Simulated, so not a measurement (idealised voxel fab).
process module | voxel transistor to metal
cross-section cut | 300 nm wide | cells 5 nm
A cross-section is a grid of square cells, given in bands from the top down. A band is one or more rows of cells.
Each band's line starts with the height of the band's top and of its bottom, in nm. Then come its materials from left to right, each with its width in nm. One material with "throughout" fills the band from edge to edge. "air" is empty space.
Height 0 is the level under which the wafer as received is all one material. The lowest band goes on downwards, as in "0 down".
A width such as "30 to 40" changes by the same amount from each row of cells to the next, from the band's top row to its bottom row.
"no change" after a step means that no cell of the cross-section changed.
closed voids: empty space of 8 cells or more with no open way to the top, each as width x height at its distance from the left edge, in nm
after a step's settings: what the simulator itself notes on the step
overlay nm, on a step with a mask: how far to the right of its planned place the mask lay; to the left if negative
plan
1 op RECEIVE | material Si
2 op CONFORMAL_DEP | material SiO2 | thk nm 5
3 op CONFORMAL_DEP | material SiN | thk nm 15
4 op MASKED_ETCH | tone cover | mask id ACTIVE | width nm 105 | pitch nm 125 | etch materials SiN | depth nm 15 | overlay nm 0
5 op MASKED_ETCH | tone cover | mask id ACTIVE | width nm 105 | pitch nm 125 | etch materials SiO2 | depth nm 5 | overlay nm 0
6 op MASKED_ETCH | tone cover | mask id ACTIVE | width nm 105 | pitch nm 125 | etch materials Si | depth nm 30 | overlay nm 0
7 op OXIDIZE | depth nm 5
8 op FILL_DEP | material SiO2 | thk nm 15
9 op CMP | height nm 20
10 op SELECTIVE_ETCH | etch materials SiO2 | depth nm 10
11 op STRIP | etch materials SiN
12 op SELECTIVE_ETCH | etch materials SiO2 | depth nm 5
13 op OXIDIZE | depth nm 5
14 op DIRECTIONAL_DEP | material polySi | thk nm 30
15 op DIRECTIONAL_DEP | material SiCN | thk nm 15
16 op DIRECTIONAL_DEP | material aC | thk nm 10
17 op PATTERN | tone cover | mask id GATE | material resist | width nm 25 | pitch nm 125 | thk nm 25 | overlay nm 0
18 op DIRECTIONAL_ETCH | etch materials aC | depth nm 10
19 op STRIP | etch materials resist
20 op DIRECTIONAL_ETCH | etch materials SiCN | depth nm 25
21 op DIRECTIONAL_ETCH | etch materials polySi | depth nm 40
22 op STRIP | etch materials aC
23 op CONFORMAL_DEP | material SiN | thk nm 5
24 op DIRECTIONAL_ETCH | etch materials SiN | depth nm 5
25 op DIRECTIONAL_ETCH | etch materials SiO2 | depth nm 5
26 op DIRECTIONAL_ETCH | etch materials Si | depth nm 15
27 op EPI | material pSi | thk nm 20
28 op FILL_DEP | material SiO2 | thk nm 5
29 op CMP | height nm 30
30 op STRIP | etch materials polySi
31 op SELECTIVE_ETCH | etch materials SiO2 | depth nm 5
32 op CONFORMAL_DEP | material HfO2 | thk nm 5
33 op CONFORMAL_DEP | material TiN | thk nm 5
34 op FILL_DEP | material W | thk nm 5
35 op CMP | height nm 25
36 op DIRECTIONAL_DEP | material SiO2 | thk nm 10
37 op DIRECTIONAL_DEP | material aC | thk nm 10
38 op PATTERN | tone open | mask id CONTACT | material resist | width nm 20 | thk nm 25 | overlay nm 0
39 op DIRECTIONAL_ETCH | etch materials aC | depth nm 10
40 op STRIP | etch materials resist
41 op DIRECTIONAL_ETCH | etch materials SiO2 | depth nm 35
42 op STRIP | etch materials aC
43 op CONFORMAL_DEP | material TiN | thk nm 5
44 op FILL_DEP | material Ru | thk nm 10
45 op CMP | height nm 35
46 op DIRECTIONAL_DEP | material TiN | thk nm 5
47 op DIRECTIONAL_DEP | material Ru | thk nm 15
48 op MASKED_ETCH | tone cover | mask id METAL_1 | width nm 20 | etch materials Ru | depth nm 15 | overlay nm 0
49 op MASKED_ETCH | tone cover | mask id METAL_1 | width nm 20 | etch materials TiN | depth nm 5 | overlay nm 0
50 op CONFORMAL_DEP | material SiN | thk nm 5
51 op FILL_DEP | material SiO2 | thk nm 10
52 op CMP | height nm 55
53 op CONFORMAL_DEP | material SiCN | thk nm 5
54 op DIRECTIONAL_DEP | material lowk | thk nm 30
55 op DIRECTIONAL_DEP | material aC | thk nm 10
56 op PATTERN | tone open | mask id METAL_2_HOLES | material resist | width nm 15 | pitch nm 125 | thk nm 30 | overlay nm 0
57 op DIRECTIONAL_ETCH | etch materials aC | depth nm 10
58 op STRIP | etch materials resist
59 op DIRECTIONAL_ETCH | etch materials lowk | depth nm 30
60 op STRIP | etch materials aC
61 op PATTERN | tone open | mask id METAL_2 | material resist | width nm 20 | pitch nm 125 | thk nm 20 | overlay nm 0
62 op DIRECTIONAL_ETCH | etch materials lowk | depth nm 15
63 op DIRECTIONAL_ETCH | etch materials SiCN | depth nm 5
64 op STRIP | etch materials resist
65 op CONFORMAL_DEP | material TiN | thk nm 5
66 op FILL_DEP | material Cu | thk nm 10
67 op CMP | height nm 90
68 op CONFORMAL_DEP | material SiCN | thk nm 5
as received, after step 1
  0 down: Si throughout
  closed voids: none
first wafer at the end, as planned
  95 to 90: SiCN throughout
  90 to 80: lowk 40 | TiN 5 | Cu 10 | TiN 5 | lowk 105 | TiN 5 | Cu 10 | TiN 5 | lowk 115
  80 to 75: lowk 40 | TiN 5 | Cu 5 | TiN 10 | lowk 105 | TiN 5 | Cu 5 | TiN 10 | lowk 115
  75 to 60: lowk 40 | TiN 5 | Cu 5 | TiN 5 | lowk 110 | TiN 5 | Cu 5 | TiN 5 | lowk 120
  60 to 55: SiCN 40 | TiN 15 | SiCN 110 | TiN 15 | SiCN 120
  55 to 40: SiO2 35 | SiN 5 | Ru 20 | SiN 5 | SiO2 45 | SiN 5 | Ru 20 | SiN 5 | SiO2 20 | SiN 5 | Ru 20 | SiN 5 | SiO2 45 | SiN 5 | Ru 20 | SiN 5 | SiO2 35
  40 to 35: SiN 40 | TiN 20 | SiN 55 | TiN 20 | SiN 30 | TiN 20 | SiN 55 | TiN 20 | SiN 40
  35 to 25: SiO2 40 | TiN 5 | Ru 10 | TiN 5 | SiO2 55 | TiN 5 | Ru 10 | TiN 5 | SiO2 30 | TiN 5 | Ru 10 | TiN 5 | SiO2 55 | TiN 5 | Ru 10 | TiN 5 | SiO2 40
  25 to 20: SiO2 40 | TiN 5 | Ru 10 | TiN 5 | SiO2 10 | SiN 5 | HfO2 5 | TiN 5 | W 5 | TiN 5 | HfO2 5 | SiN 5 | SiO2 10 | TiN 5 | Ru 10 | TiN 5 | SiO2 30 | TiN 5 | Ru 10 | TiN 5 | SiO2 10 | SiN 5 | HfO2 5 | TiN 5 | W 5 | TiN 5 | HfO2 5 | SiN 5 | SiO2 10 | TiN 5 | Ru 10 | TiN 5 | SiO2 40
  20 to 15: SiO2 40 | TiN 20 | SiO2 10 | SiN 5 | HfO2 5 | TiN 5 | W 5 | TiN 5 | HfO2 5 | SiN 5 | SiO2 10 | TiN 20 | SiO2 30 | TiN 20 | SiO2 10 | SiN 5 | HfO2 5 | TiN 5 | W 5 | TiN 5 | HfO2 5 | SiN 5 | SiO2 10 | TiN 20 | SiO2 40
  15 to 5: SiO2 40 | TiN 10 | pSi 20 | SiN 5 | HfO2 5 | TiN 5 | W 5 | TiN 5 | HfO2 5 | SiN 5 | pSi 20 | TiN 10 | SiO2 30 | TiN 10 | pSi 20 | SiN 5 | HfO2 5 | TiN 5 | W 5 | TiN 5 | HfO2 5 | SiN 5 | pSi 20 | TiN 10 | SiO2 40
  5 to 0: SiO2 30 | SiN 5 | SiO2 5 | TiN 10 | pSi 20 | SiN 5 | HfO2 5 | TiN 15 | HfO2 5 | SiN 5 | pSi 20 | TiN 10 | SiO2 5 | SiN 5 | SiO2 10 | SiN 5 | SiO2 5 | TiN 10 | pSi 20 | SiN 5 | HfO2 5 | TiN 15 | HfO2 5 | SiN 5 | pSi 20 | TiN 10 | SiO2 5 | SiN 5 | SiO2 30
  0 to -5: SiO2 35 | pSi 35 | HfO2 35 | pSi 35 | SiO2 20 | pSi 35 | HfO2 35 | pSi 35 | SiO2 35
  -5 to -20: SiO2 40 | pSi 30 | Si 35 | pSi 30 | SiO2 30 | pSi 30 | Si 35 | pSi 30 | SiO2 40
  -20 to -35: SiO2 40 | Si 95 | SiO2 30 | Si 95 | SiO2 40
  -35 down: Si throughout
  closed voids: none
second wafer at the end: like start, like plan, one mistake
  95 to 90: SiCN throughout
  90 to 80: lowk 40 | TiN 5 | Cu 10 | TiN 5 | lowk 105 | TiN 5 | Cu 10 | TiN 5 | lowk 115
  80 to 75: lowk 40 | TiN 5 | Cu 5 | TiN 10 | lowk 105 | TiN 5 | Cu 5 | TiN 10 | lowk 115
  75 to 60: lowk 40 | TiN 5 | Cu 5 | TiN 5 | lowk 110 | TiN 5 | Cu 5 | TiN 5 | lowk 120
  60 to 55: SiCN 40 | TiN 15 | SiCN 110 | TiN 15 | SiCN 120
  55 to 40: SiO2 35 | SiN 5 | Ru 20 | SiN 5 | SiO2 45 | SiN 5 | Ru 20 | SiN 5 | SiO2 20 | SiN 5 | Ru 20 | SiN 5 | SiO2 45 | SiN 5 | Ru 20 | SiN 5 | SiO2 35
  40 to 35: SiN 40 | TiN 20 | SiN 55 | TiN 20 | SiN 30 | TiN 20 | SiN 55 | TiN 20 | SiN 40
  35 to 25: SiO2 40 | TiN 5 | Ru 15 | TiN 5 | SiO2 50 | TiN 5 | Ru 15 | TiN 5 | SiO2 25 | TiN 5 | Ru 15 | TiN 5 | SiO2 50 | TiN 5 | Ru 15 | TiN 5 | SiO2 35
  25 to 20: SiO2 40 | TiN 5 | Ru 15 | TiN 5 | SiO2 5 | SiN 5 | HfO2 5 | TiN 5 | W 5 | TiN 5 | HfO2 5 | SiN 5 | SiO2 10 | TiN 5 | Ru 15 | TiN 5 | SiO2 25 | TiN 5 | Ru 15 | TiN 5 | SiO2 5 | SiN 5 | HfO2 5 | TiN 5 | W 5 | TiN 5 | HfO2 5 | SiN 5 | SiO2 10 | TiN 5 | Ru 15 | TiN 5 | SiO2 35
  20 to 15: SiO2 40 | TiN 25 | SiO2 5 | SiN 5 | HfO2 5 | TiN 5 | W 5 | TiN 5 | HfO2 5 | SiN 5 | SiO2 10 | TiN 15 | Ru 5 | TiN 5 | SiO2 25 | TiN 25 | SiO2 5 | SiN 5 | HfO2 5 | TiN 5 | W 5 | TiN 5 | HfO2 5 | SiN 5 | SiO2 10 | TiN 15 | Ru 5 | TiN 5 | SiO2 35
  15 to 5: SiO2 40 | TiN 10 | pSi 20 | SiN 5 | HfO2 5 | TiN 5 | W 5 | TiN 5 | HfO2 5 | SiN 5 | pSi 20 | TiN 5 | Ru 5 | TiN 5 | SiO2 25 | TiN 10 | pSi 20 | SiN 5 | HfO2 5 | TiN 5 | W 5 | TiN 5 | HfO2 5 | SiN 5 | pSi 20 | TiN 5 | Ru 5 | TiN 5 | SiO2 35
  5 to 0: SiO2 30 | SiN 5 | SiO2 5 | TiN 10 | pSi 20 | SiN 5 | HfO2 5 | TiN 15 | HfO2 5 | SiN 5 | pSi 20 | TiN 15 | SiN 5 | SiO2 10 | SiN 5 | SiO2 5 | TiN 10 | pSi 20 | SiN 5 | HfO2 5 | TiN 15 | HfO2 5 | SiN 5 | pSi 20 | TiN 15 | SiN 5 | SiO2 30
  0 to -5: SiO2 35 | pSi 35 | HfO2 35 | pSi 35 | SiO2 20 | pSi 35 | HfO2 35 | pSi 35 | SiO2 35
  -5 to -20: SiO2 40 | pSi 30 | Si 35 | pSi 30 | SiO2 30 | pSi 30 | Si 35 | pSi 30 | SiO2 40
  -20 to -35: SiO2 40 | Si 95 | SiO2 30 | Si 95 | SiO2 40
  -35 down: Si throughout
  closed voids: none
what went wrong: step 38 ran as: op PATTERN | tone open | mask id CONTACT | material resist | width nm 25 | thk nm 25 | overlay nm 0
at the end the second wafer has, in cells: 18 more of Ru | 22 fewer of SiO2 | 4 more of TiN
